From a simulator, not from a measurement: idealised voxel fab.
process module | voxel transistor to metal
cross-section cut | 190 nm wide | cells 5 nm
A cross-section is a grid of square cells, given in bands from the top down. A band is one or more rows of cells.
Each band's line starts with the height of the band's top and of its bottom, in nm. Then come its materials from left to right, each with its width in nm. One material with "throughout" fills the band from edge to edge. "air" is empty space.
Height 0 is the level under which the wafer as received is all one material. The lowest band goes on downwards, as in "0 down".
A width such as "30 to 40" changes by the same amount from each row of cells to the next, from the band's top row to its bottom row.
"no change" after a step means that no cell of the cross-section changed.
closed voids: empty space of 8 cells or more with no open way to the top, each as width x height at its distance from the left edge, in nm
after a step's settings: what the simulator itself notes on the step
overlay nm, on a step with a mask: how far to the right of its planned place the mask lay; to the left if negative
Each pair below shows a cross-section before one step and the cross-section after it, down to the lowest band that changed. The line under each pair gives the step between them, with its settings. The pairs can come from different runs of this module on the same starting wafer, so a pair continues from the pair above only where its "before" says so.
before
  0 to -5: SiO2 40 | air 120 | SiO2 30
  -5 to -10: SiO2 throughout
  -10 to -35: SiO2 50 | Si 100 | SiO2 40
  -35 down: Si throughout
  closed voids: none
after
  20 to 15: polySi 40 | air 120 | polySi 30
  15 to 0: polySi throughout
  0 to -5: SiO2 40 | polySi 120 | SiO2 30
  below -5: unchanged
  closed voids: none
the step between: op DIRECTIONAL_DEP | material polySi | thk nm 20
before: the cross-section after the pair above
after
  35 to 30: SiCN 40 | air 120 | SiCN 30
  30 to 20: SiCN throughout
  20 to 15: polySi 40 | SiCN 120 | polySi 30
  below 15: unchanged
  closed voids: none
the step between: op DIRECTIONAL_DEP | material SiCN | thk nm 15
before: the cross-section after the pair above
after
  50 to 35: air 85 | resist 20 | air 85
  35 to 30: SiCN 40 | air 45 | resist 20 | air 55 | SiCN 30
  below 30: unchanged
  closed voids: none
the step between: op PATTERN | tone cover | mask id GATE | material resist | width nm 20 | thk nm 15 | overlay nm 0
before: the cross-section after the pair above
after
  50 to 30: air 85 | resist 20 | air 85
  30 to 20: air 85 | SiCN 20 | air 85
  20 to 15: polySi 40 | air 45 | SiCN 20 | air 55 | polySi 30
  below 15: unchanged
  closed voids: none
the step between: op DIRECTIONAL_ETCH | etch materials SiCN | depth nm 25
before: the cross-section after the pair above
after
  50 to 30: air 85 | resist 20 | air 85
  30 to 15: air 85 | SiCN 20 | air 85
  15 to 0: air 85 | polySi 20 | air 85
  0 to -5: SiO2 40 | air 45 | polySi 20 | air 55 | SiO2 30
  below -5: unchanged
  closed voids: none
the step between: op DIRECTIONAL_ETCH | etch materials polySi | depth nm 30
before: the cross-section after the pair above
after
  30 to 15: air 85 | SiCN 20 | air 85
  below 15: unchanged
  closed voids: none
the step between: op STRIP | etch materials resist
before: the cross-section after the pair above
after
  35 to 30: air 80 | SiN 30 | air 80
  30 to 15: air 80 | SiN 5 | SiCN 20 | SiN 5 | air 80
  15 to 5: air 80 | SiN 5 | polySi 20 | SiN 5 | air 80
  5 to 0: SiN 45 | air 35 | SiN 5 | polySi 20 | SiN 5 | air 45 | SiN 35
  0 to -5: SiO2 40 | SiN 45 | polySi 20 | SiN 55 | SiO2 30
  below -5: unchanged
  closed voids: none
the step between: op CONFORMAL_DEP | material SiN | thk nm 5
before: the cross-section after the pair above
after
  30 to 15: air 80 | SiN 5 | SiCN 20 | SiN 5 | air 80
  15 to 0: air 80 | SiN 5 | polySi 20 | SiN 5 | air 80
  0 to -5: SiO2 40 | SiN 5 | air 35 | SiN 5 | polySi 20 | SiN 5 | air 45 | SiN 5 | SiO2 30
  below -5: unchanged
  closed voids: none
the step between: op DIRECTIONAL_ETCH | etch materials SiN | depth nm 5
before: the cross-section after the pair above
after
  30 to 15: air 80 | SiN 5 | SiCN 20 | SiN 5 | air 80
  15 to 0: air 80 | SiN 5 | polySi 20 | SiN 5 | air 80
  0 to -5: air 40 | SiN 5 | air 35 | SiN 5 | polySi 20 | SiN 5 | air 45 | SiN 5 | air 30
  -5 to -10: SiO2 45 | air 35 | SiO2 30 | air 45 | SiO2 35
  below -10: unchanged
  closed voids: none
the step between: op DIRECTIONAL_ETCH | etch materials SiO2 | depth nm 5
before: the cross-section after the pair above
after
  30 to 15: air 80 | SiN 5 | SiCN 20 | SiN 5 | air 80
  15 to 0: air 80 | SiN 5 | polySi 20 | SiN 5 | air 80
  0 to -5: air 40 | SiN 5 | air 35 | SiN 5 | polySi 20 | SiN 5 | air 45 | SiN 5 | air 30
  -5 to -10: SiO2 45 | pSi 35 | SiO2 30 | pSi 45 | SiO2 35
  below -10: unchanged
  closed voids: none
the step between: op EPI | material pSi | thk nm 5
before: the cross-section after the pair above
after
  40 to 30: SiO2 throughout
  30 to 15: SiO2 80 | SiN 5 | SiCN 20 | SiN 5 | SiO2 80
  15 to 0: SiO2 80 | SiN 5 | polySi 20 | SiN 5 | SiO2 80
  0 to -5: SiO2 40 | SiN 5 | SiO2 35 | SiN 5 | polySi 20 | SiN 5 | SiO2 45 | SiN 5 | SiO2 30
  below -5: unchanged
  closed voids: none
the step between: op FILL_DEP | material SiO2 | thk nm 10
before: the cross-section after the pair above
after
  30 to 15: SiO2 80 | SiN 5 | SiCN 20 | SiN 5 | SiO2 80
  below 15: unchanged
  closed voids: none
the step between: op CMP | height nm 30
before: the cross-section after the pair above
after
  45 to 30: SiO2 throughout
  below 30: unchanged
  closed voids: none
the step between: op DIRECTIONAL_DEP | material SiO2 | thk nm 15
before: the cross-section after the pair above
after
  60 to 45: aC throughout
  below 45: unchanged
  closed voids: none
the step between: op DIRECTIONAL_DEP | material aC | thk nm 15
before: the cross-section after the pair above
after
  95 to 60: resist 45 | air 35 | resist 30 | air 35 | resist 45
  below 60: unchanged
  closed voids: none
the step between: op PATTERN | tone open | mask id CONTACT | material resist | width nm 35 | pitch nm 65 | thk nm 35 | overlay nm 0
before: the cross-section after the pair above
after
  80 to 60: resist 45 | air 35 | resist 30 | air 35 | resist 45
  60 to 45: aC 45 | air 35 | aC 30 | air 35 | aC 45
  below 45: unchanged
  closed voids: none
the step between: op DIRECTIONAL_ETCH | etch materials aC | depth nm 15
before: the cross-section after the pair above
after
  60 to 45: aC 45 | air 35 | aC 30 | air 35 | aC 45
  below 45: unchanged
  closed voids: none
the step between: op STRIP | etch materials resist
before: the cross-section after the pair above
after
  60 to 45: aC 45 | air 35 | aC 30 | air 35 | aC 45
  45 to 30: SiO2 45 | air 35 | SiO2 30 | air 35 | SiO2 45
  30 to 15: SiO2 45 | air 35 | SiN 5 | SiCN 20 | SiN 5 | air 35 | SiO2 45
  15 to 0: SiO2 45 | air 35 | SiN 5 | polySi 20 | SiN 5 | air 35 | SiO2 45
  0 to -5: SiO2 40 | SiN 5 | air 35 | SiN 5 | polySi 20 | SiN 5 | air 35 | SiO2 10 | SiN 5 | SiO2 30
  below -5: unchanged
  closed voids: none
the step between: op DIRECTIONAL_ETCH | etch materials SiO2 | depth nm 50
before: the cross-section after the pair above
after
  45 to 30: SiO2 45 | air 35 | SiO2 30 | air 35 | SiO2 45
  below 30: unchanged
  closed voids: none
the step between: op STRIP | etch materials aC
before: the cross-section after the pair above
after
  50 to 45: TiN 50 | air 25 | TiN 40 | air 25 | TiN 50
  45 to 30: SiO2 45 | TiN 5 | air 25 | TiN 5 | SiO2 30 | TiN 5 | air 25 | TiN 5 | SiO2 45
  30 to 15: SiO2 45 | TiN 5 | air 25 | TiN 5 | SiN 5 | SiCN 20 | SiN 5 | TiN 5 | air 25 | TiN 5 | SiO2 45
  15 to 0: SiO2 45 | TiN 5 | air 25 | TiN 5 | SiN 5 | polySi 20 | SiN 5 | TiN 5 | air 25 | TiN 5 | SiO2 45
  0 to -5: SiO2 40 | SiN 5 | TiN 35 | SiN 5 | polySi 20 | SiN 5 | TiN 35 | SiO2 10 | SiN 5 | SiO2 30
  below -5: unchanged
  closed voids: none
the step between: op CONFORMAL_DEP | material TiN | thk nm 5
before: the cross-section after the pair above
after
  60 to 50: Ru throughout
  50 to 45: TiN 50 | Ru 25 | TiN 40 | Ru 25 | TiN 50
  45 to 30: SiO2 45 | TiN 5 | Ru 25 | TiN 5 | SiO2 30 | TiN 5 | Ru 25 | TiN 5 | SiO2 45
  30 to 15: SiO2 45 | TiN 5 | Ru 25 | TiN 5 | SiN 5 | SiCN 20 | SiN 5 | TiN 5 | Ru 25 | TiN 5 | SiO2 45
  15 to 0: SiO2 45 | TiN 5 | Ru 25 | TiN 5 | SiN 5 | polySi 20 | SiN 5 | TiN 5 | Ru 25 | TiN 5 | SiO2 45
  below 0: unchanged
  closed voids: none
the step between: op FILL_DEP | material Ru | thk nm 10
before: the cross-section after the pair above
after
  45 to 30: SiO2 45 | TiN 5 | Ru 25 | TiN 5 | SiO2 30 | TiN 5 | Ru 25 | TiN 5 | SiO2 45
  below 30: unchanged
  closed voids: none
the step between: op CMP | height nm 45
before: the cross-section after the pair above
after
  50 to 45: SiCN throughout
  below 45: unchanged
  closed voids: none
the step between: op CONFORMAL_DEP | material SiCN | thk nm 5
before: the cross-section after the pair above
after
  75 to 50: lowk throughout
  below 50: unchanged
  closed voids: none
the step between: op DIRECTIONAL_DEP | material lowk | thk nm 25
before: the cross-section after the pair above
after
  85 to 75: aC throughout
  below 75: unchanged
  closed voids: none
the step between: op DIRECTIONAL_DEP | material aC | thk nm 10
before: the cross-section after the pair above
after
  110 to 85: resist 45 | air 20 | resist 60 | air 20 | resist 45
  below 85: unchanged
  closed voids: none
the step between: op PATTERN | tone open | mask id METAL_1 | material resist | width nm 20 | pitch nm 80 | thk nm 25 | overlay nm 0
before: the cross-section after the pair above
after
  100 to 85: resist 45 | air 20 | resist 60 | air 20 | resist 45
  85 to 75: aC 45 | air 20 | aC 60 | air 20 | aC 45
  below 75: unchanged
  closed voids: none
the step between: op DIRECTIONAL_ETCH | etch materials aC | depth nm 10
before: the cross-section after the pair above
after
  85 to 75: aC 45 | air 20 | aC 60 | air 20 | aC 45
  below 75: unchanged
  closed voids: none
the step between: op STRIP | etch materials resist
before: the cross-section after the pair above
after
  85 to 75: aC 45 | air 20 | aC 60 | air 20 | aC 45
  75 to 50: lowk 45 | air 20 | lowk 60 | air 20 | lowk 45
  below 50: unchanged
  closed voids: none
the step between: op DIRECTIONAL_ETCH | etch materials lowk | depth nm 25
before: the cross-section after the pair above
after
  85 to 75: aC 45 | air 20 | aC 60 | air 20 | aC 45
  75 to 50: lowk 45 | air 20 | lowk 60 | air 20 | lowk 45
  50 to 45: SiCN 45 | air 20 | SiCN 60 | air 20 | SiCN 45
  below 45: unchanged
  closed voids: none
the step between: op DIRECTIONAL_ETCH | etch materials SiCN | depth nm 5
before: the cross-section after the pair above
after
  75 to 50: lowk 45 | air 20 | lowk 60 | air 20 | lowk 45
  below 50: unchanged
  closed voids: none
the step between: op STRIP | etch materials aC
before: the cross-section after the pair above
after
  80 to 75: TiN 50 | air 10 | TiN 70 | air 10 | TiN 50
  75 to 50: lowk 45 | TiN 5 | air 10 | TiN 5 | lowk 60 | TiN 5 | air 10 | TiN 5 | lowk 45
  50 to 45: SiCN 45 | TiN 20 | SiCN 60 | TiN 20 | SiCN 45
  below 45: unchanged
  closed voids: none
the step between: op CONFORMAL_DEP | material TiN | thk nm 5
before: the cross-section after the pair above
after
  85 to 80: Cu throughout
  80 to 75: TiN 50 | Cu 10 | TiN 70 | Cu 10 | TiN 50
  75 to 50: lowk 45 | TiN 5 | Cu 10 | TiN 5 | lowk 60 | TiN 5 | Cu 10 | TiN 5 | lowk 45
  below 50: unchanged
  closed voids: none
the step between: op FILL_DEP | material Cu | thk nm 5
before: the cross-section after the pair above
after
  75 to 50: lowk 45 | TiN 5 | Cu 10 | TiN 5 | lowk 60 | TiN 5 | Cu 10 | TiN 5 | lowk 45
  below 50: unchanged
  closed voids: none
the step between: op CMP | height nm 75
before: the cross-section after the pair above
after
  80 to 75: SiCN throughout
  below 75: unchanged
  closed voids: none
the step between: op CONFORMAL_DEP | material SiCN | thk nm 5
before
  80 to 75: TiN 50 | air 10 | TiN 70 | air 10 | TiN 50
  75 to 50: lowk 45 | TiN 5 | air 10 | TiN 5 | lowk 60 | TiN 5 | air 10 | TiN 5 | lowk 45
  50 to 45: SiCN 45 | TiN 20 | SiCN 60 | TiN 20 | SiCN 45
  45 to 30: SiO2 45 | TiN 5 | Ru 25 | TiN 5 | SiO2 30 | TiN 5 | Ru 25 | TiN 5 | SiO2 45
  30 to 15: SiO2 45 | TiN 5 | Ru 25 | TiN 5 | SiN 5 | SiCN 20 | SiN 5 | TiN 5 | Ru 25 | TiN 5 | SiO2 45
  15 to 0: SiO2 45 | TiN 5 | Ru 25 | TiN 5 | SiN 5 | polySi 20 | SiN 5 | TiN 5 | Ru 25 | TiN 5 | SiO2 45
  0 to -5: SiO2 35 | SiN 5 | SiO2 5 | TiN 35 | SiN 5 | polySi 20 | SiN 5 | TiN 35 | SiO2 5 | SiN 5 | SiO2 35
  -5 to -10: SiO2 40 | pSi 40 | SiO2 30 | pSi 40 | SiO2 40
  -10 to -35: SiO2 45 | Si 100 | SiO2 45
  -35 down: Si throughout
  closed voids: none
after
  85 to 80: SiN throughout
  80 to 75: TiN 50 | SiN 10 | TiN 70 | SiN 10 | TiN 50
  75 to 50: lowk 45 | TiN 5 | SiN 10 | TiN 5 | lowk 60 | TiN 5 | SiN 10 | TiN 5 | lowk 45
  below 50: unchanged
  closed voids: none
the step between: op FILL_DEP | material SiN | thk nm 5
before: the cross-section after the pair above
after
  75 to 50: lowk 45 | TiN 5 | SiN 10 | TiN 5 | lowk 60 | TiN 5 | SiN 10 | TiN 5 | lowk 45
  below 50: unchanged
  closed voids: none
the step between: op CMP | height nm 75
before: the cross-section after the pair above
after
  80 to 75: SiCN throughout
  below 75: unchanged
  closed voids: none
the step between: op CONFORMAL_DEP | material SiCN | thk nm 5
before
  85 to 75: aC throughout
  75 to 50: lowk throughout
  50 to 45: SiCN throughout
  45 to 30: SiO2 45 | TiN 5 | Ru 25 | TiN 5 | SiO2 30 | TiN 5 | Ru 25 | TiN 5 | SiO2 45
  30 to 15: SiO2 45 | TiN 5 | Ru 25 | TiN 5 | SiN 5 | SiCN 20 | SiN 5 | TiN 5 | Ru 25 | TiN 5 | SiO2 45
  15 to 0: SiO2 45 | TiN 5 | Ru 25 | TiN 5 | SiN 5 | polySi 20 | SiN 5 | TiN 5 | Ru 25 | TiN 5 | SiO2 45
  0 to -5: SiO2 35 | SiN 5 | SiO2 5 | TiN 35 | SiN 5 | polySi 20 | SiN 5 | TiN 35 | SiO2 5 | SiN 5 | SiO2 35
  -5 to -10: SiO2 40 | pSi 40 | SiO2 30 | pSi 40 | SiO2 40
  -10 to -35: SiO2 45 | Si 100 | SiO2 45
  -35 down: Si throughout
  closed voids: none
after
  110 to 85: air 45 | resist 20 | air 60 | resist 20 | air 45
  below 85: unchanged
  closed voids: none
the step between: op PATTERN | tone cover | mask id METAL_1 | material resist | width nm 20 | pitch nm 80 | thk nm 25 | overlay nm 0
before: the cross-section after the pair above
after
  100 to 85: air 45 | resist 20 | air 60 | resist 20 | air 45
  85 to 75: air 45 | aC 20 | air 60 | aC 20 | air 45
  below 75: unchanged
  closed voids: none
the step between: op DIRECTIONAL_ETCH | etch materials aC | depth nm 10
before: the cross-section after the pair above
after
  85 to 75: air 45 | aC 20 | air 60 | aC 20 | air 45
  below 75: unchanged
  closed voids: none
the step between: op STRIP | etch materials resist
before: the cross-section after the pair above
after
  85 to 75: air 45 | aC 20 | air 60 | aC 20 | air 45
  75 to 50: air 45 | lowk 20 | air 60 | lowk 20 | air 45
  below 50: unchanged
  closed voids: none
the step between: op DIRECTIONAL_ETCH | etch materials lowk | depth nm 25
before: the cross-section after the pair above
after
  85 to 75: air 45 | aC 20 | air 60 | aC 20 | air 45
  75 to 50: air 45 | lowk 20 | air 60 | lowk 20 | air 45
  50 to 45: air 45 | SiCN 20 | air 60 | SiCN 20 | air 45
  below 45: unchanged
  closed voids: none
the step between: op DIRECTIONAL_ETCH | etch materials SiCN | depth nm 5
before: the cross-section after the pair above
after
  75 to 50: air 45 | lowk 20 | air 60 | lowk 20 | air 45
  below 50: unchanged
  closed voids: none
the step between: op STRIP | etch materials aC
before: the cross-section after the pair above
after
  80 to 75: air 40 | TiN 30 | air 50 | TiN 30 | air 40
  75 to 50: air 40 | TiN 5 | lowk 20 | TiN 5 | air 50 | TiN 5 | lowk 20 | TiN 5 | air 40
  50 to 45: TiN 45 | SiCN 20 | TiN 60 | SiCN 20 | TiN 45
  below 45: unchanged
  closed voids: none
the step between: op CONFORMAL_DEP | material TiN | thk nm 5
before: the cross-section after the pair above
after
  85 to 80: Cu throughout
  80 to 75: Cu 40 | TiN 30 | Cu 50 | TiN 30 | Cu 40
  75 to 50: Cu 40 | TiN 5 | lowk 20 | TiN 5 | Cu 50 | TiN 5 | lowk 20 | TiN 5 | Cu 40
  below 50: unchanged
  closed voids: none
the step between: op FILL_DEP | material Cu | thk nm 5
before: the cross-section after the pair above
after
  75 to 50: Cu 40 | TiN 5 | lowk 20 | TiN 5 | Cu 50 | TiN 5 | lowk 20 | TiN 5 | Cu 40
  below 50: unchanged
  closed voids: none
the step between: op CMP | height nm 75
before: the cross-section after the pair above
after
  80 to 75: SiCN throughout
  below 75: unchanged
  closed voids: none
the step between: op CONFORMAL_DEP | material SiCN | thk nm 5
